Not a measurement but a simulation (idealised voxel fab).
The document below concerns the process module designated voxel plated lines.
It is cross-section cut that appears here, measuring 265 nm in width, its square cells being 5 nm in size.
Square cells in a grid make up a cross-section in this document, and the grid is given as bands, listed from the top down, each one or more rows of cells.
Each band's line starts with the height of the band's top and of its bottom, in nm. Then come its materials from left to right, each with its width in nm. One material with "full width" fills the band from edge to edge. "empty" is empty space.
Zero point of the height axis is 0; under it, received wafer = one material. Lowest band: continues down indefinitely, "0 -> down".
You'd read "30->40" like this: the band's top row of cells is as wide as the first number, its bottom row is as wide as the second, and going down, every row changes width by the same amount as the row before did.
It should be understood that the words "nothing was modified", when stated for a given step, signify that the cross-section underwent no change in any of its cells during that step.
You'll see "Trapped voids" listing empty spaces that have no way open to the top, as long as they're 8 cells or more; the notation is width x height at distance, where the distance is from the left edge, and all of it is in nm.
If you see something after the settings on a step's line, that's the simulator's own remark about that step.
Regarding "overlay nm": on a step with a mask, it is the distance the mask lay to the right of its planned place; a negative value places it to the left.

THESE ARE THE STEPS WE PLANNED FOR THE PROCESS
1,RECEIVE | material Si
2,CONFORMAL_DEP | material SiO2 | thk nm 5
3,DIRECTIONAL_DEP | material TiN | thk nm 5
4,PATTERN | tone open | mask id LINES | material resist | width nm 25 | pitch nm 55 | thk nm 20 | overlay nm -15
5,EPI | material Ru | thk nm 10
6,STRIP | etch materials resist
7,DIRECTIONAL_ETCH | etch materials TiN | depth nm 5
8,CONFORMAL_DEP | material SiCN | thk nm 5
Among the wafers covered here, the point of difference is the overlay nm at step 4; their starting state is shared, and the plan presents the value of the first wafer.

SO THIS IS THE FIRST OF SEVERAL WAFERS, CROSS-SECTIONED AS IT CAME TO US, MEANING IT'S AT THE END OF STEP 1
> 0 -> down: Si full width
> Trapped voids: none

EVERY ROW IN THIS TABLE IS A WAFER AT THE END OF THE MODULE, AND IT GIVES, FOR EACH OF THE MATERIALS, THE CELLS THAT WAFER HAS GAINED (+) OR LOST (-) SINCE IT WAS RECEIVED, THEN ITS CLOSED VOIDS
overlay nm -15; +30 Ru; +71 SiCN; +53 SiO2; +15 TiN; Trapped voids: none
overlay nm -10; +30 Ru; +71 SiCN; +53 SiO2; +15 TiN; Trapped voids: none
overlay nm -5; +30 Ru; +71 SiCN; +53 SiO2; +15 TiN; Trapped voids: none
overlay nm 0; +30 Ru; +71 SiCN; +53 SiO2; +15 TiN; Trapped voids: none
overlay nm 5; +30 Ru; +71 SiCN; +53 SiO2; +15 TiN; Trapped voids: none
overlay nm 10; +30 Ru; +71 SiCN; +53 SiO2; +15 TiN; Trapped voids: none
overlay nm 15; +30 Ru; +71 SiCN; +53 SiO2; +15 TiN; Trapped voids: none
